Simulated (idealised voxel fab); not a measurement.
process module | voxel transistor to metal
cross-section cut | 200 nm wide | cells 5 nm
A cross-section is a grid of square cells, given in bands from the top down. A band is one or more rows of cells.
Each band's line starts with the height of the band's top and of its bottom, in nm. Then come its materials from left to right, each with its width in nm. One material with "throughout" fills the band from edge to edge. "air" is empty space.
Height 0 is the level under which the wafer as received is all one material. The lowest band goes on downwards, as in "0 down".
A width such as "30 to 40" changes by the same amount from each row of cells to the next, from the band's top row to its bottom row.
"no change" after a step means that no cell of the cross-section changed.
closed voids: empty space of 8 cells or more with no open way to the top, each as width x height at its distance from the left edge, in nm
after a step's settings: what the simulator itself notes on the step
overlay nm, on a step with a mask: how far to the right of its planned place the mask lay; to the left if negative
plan
1 op RECEIVE | material Si
2 op CONFORMAL_DEP | material SiO2 | thk nm 5
3 op CONFORMAL_DEP | material SiN | thk nm 15
4 op MASKED_ETCH | tone cover | mask id ACTIVE | width nm 115 | etch materials SiN | depth nm 15 | overlay nm 0
5 op MASKED_ETCH | tone cover | mask id ACTIVE | width nm 115 | etch materials SiO2 | depth nm 5 | overlay nm 0
6 op MASKED_ETCH | tone cover | mask id ACTIVE | width nm 115 | etch materials Si | depth nm 20 | overlay nm 0
7 op FILL_DEP | material SiO2 | thk nm 15
8 op CMP | height nm 20
9 op SELECTIVE_ETCH | etch materials SiO2 | depth nm 10
10 op STRIP | etch materials SiN
11 op SELECTIVE_ETCH | etch materials SiO2 | depth nm 5
12 op OXIDIZE | depth nm 5
13 op DIRECTIONAL_DEP | material polySi | thk nm 25
14 op DIRECTIONAL_DEP | material SiCN | thk nm 10
15 op MASKED_ETCH | tone cover | mask id GATE | width nm 25 | etch materials SiCN | depth nm 20 | overlay nm 0
16 op MASKED_ETCH | tone cover | mask id GATE | width nm 25 | etch materials polySi | depth nm 35 | overlay nm 0
17 op CONFORMAL_DEP | material SiN | thk nm 10
18 op DIRECTIONAL_ETCH | etch materials SiN | depth nm 10
19 op DIRECTIONAL_ETCH | etch materials SiO2 | depth nm 5
20 op EPI | material SiGe | thk nm 5
21 op FILL_DEP | material SiO2 | thk nm 5
22 op CMP | height nm 35
23 op DIRECTIONAL_DEP | material SiO2 | thk nm 10
24 op PATTERN | tone open | mask id CONTACT | material resist | width nm 20 | pitch nm 85 | thk nm 15 | overlay nm 0
25 op DIRECTIONAL_ETCH | etch materials SiO2 | depth nm 45
26 op STRIP | etch materials resist
27 op CONFORMAL_DEP | material TiN | thk nm 5
28 op FILL_DEP | material W | thk nm 10
29 op CMP | height nm 35
30 op DIRECTIONAL_DEP | material TiN | thk nm 5
31 op DIRECTIONAL_DEP | material Ru | thk nm 20
32 op DIRECTIONAL_DEP | material aC | thk nm 10
33 op PATTERN | tone cover | mask id METAL_1 | material resist | width nm 20 | pitch nm 85 | thk nm 25 | overlay nm 0
34 op DIRECTIONAL_ETCH | etch materials aC | depth nm 10
35 op STRIP | etch materials resist
36 op DIRECTIONAL_ETCH | etch materials Ru | depth nm 20
37 op DIRECTIONAL_ETCH | etch materials TiN | depth nm 5
38 op STRIP | etch materials aC
39 op CONFORMAL_DEP | material SiN | thk nm 5
40 op FILL_DEP | material SiO2 | thk nm 5
41 op CMP | height nm 70
42 op CONFORMAL_DEP | material SiCN | thk nm 5
varied across the wafers: height nm of step 29. The plan shows the first wafer's value. All wafers start alike
first wafer as received, after step 1
  0 down: Si throughout
  closed voids: none
each wafer at the end: cells of each material gained (+) or lost (-) since it was received, then its closed voids
height nm 35 | +32 Ru | -91 Si | +50 SiCN | +12 SiGe | +92 SiN | +416 SiO2 | +40 TiN | +24 W | +25 polySi | closed voids: none
height nm 40 | +32 Ru | -91 Si | +50 SiCN | +12 SiGe | +92 SiN | +408 SiO2 | +44 TiN | +28 W | +25 polySi | closed voids: none
height nm 45 | +32 Ru | -91 Si | +50 SiCN | +12 SiGe | +80 SiN | +412 SiO2 | +48 TiN | +32 W | +25 polySi | closed voids: none
height nm 50 | +24 Ru | -91 Si | +50 SiCN | +12 SiGe | +76 SiN | +384 SiO2 | +84 TiN | +36 W | +25 polySi | closed voids: none
height nm 55 | +16 Ru | -91 Si | +50 SiCN | +12 SiGe | +72 SiN | +356 SiO2 | +84 TiN | +76 W | +25 polySi | closed voids: none
height nm 60 | +8 Ru | -91 Si | +50 SiCN | +12 SiGe | +68 SiN | +328 SiO2 | +84 TiN | +116 W | +25 polySi | closed voids: none
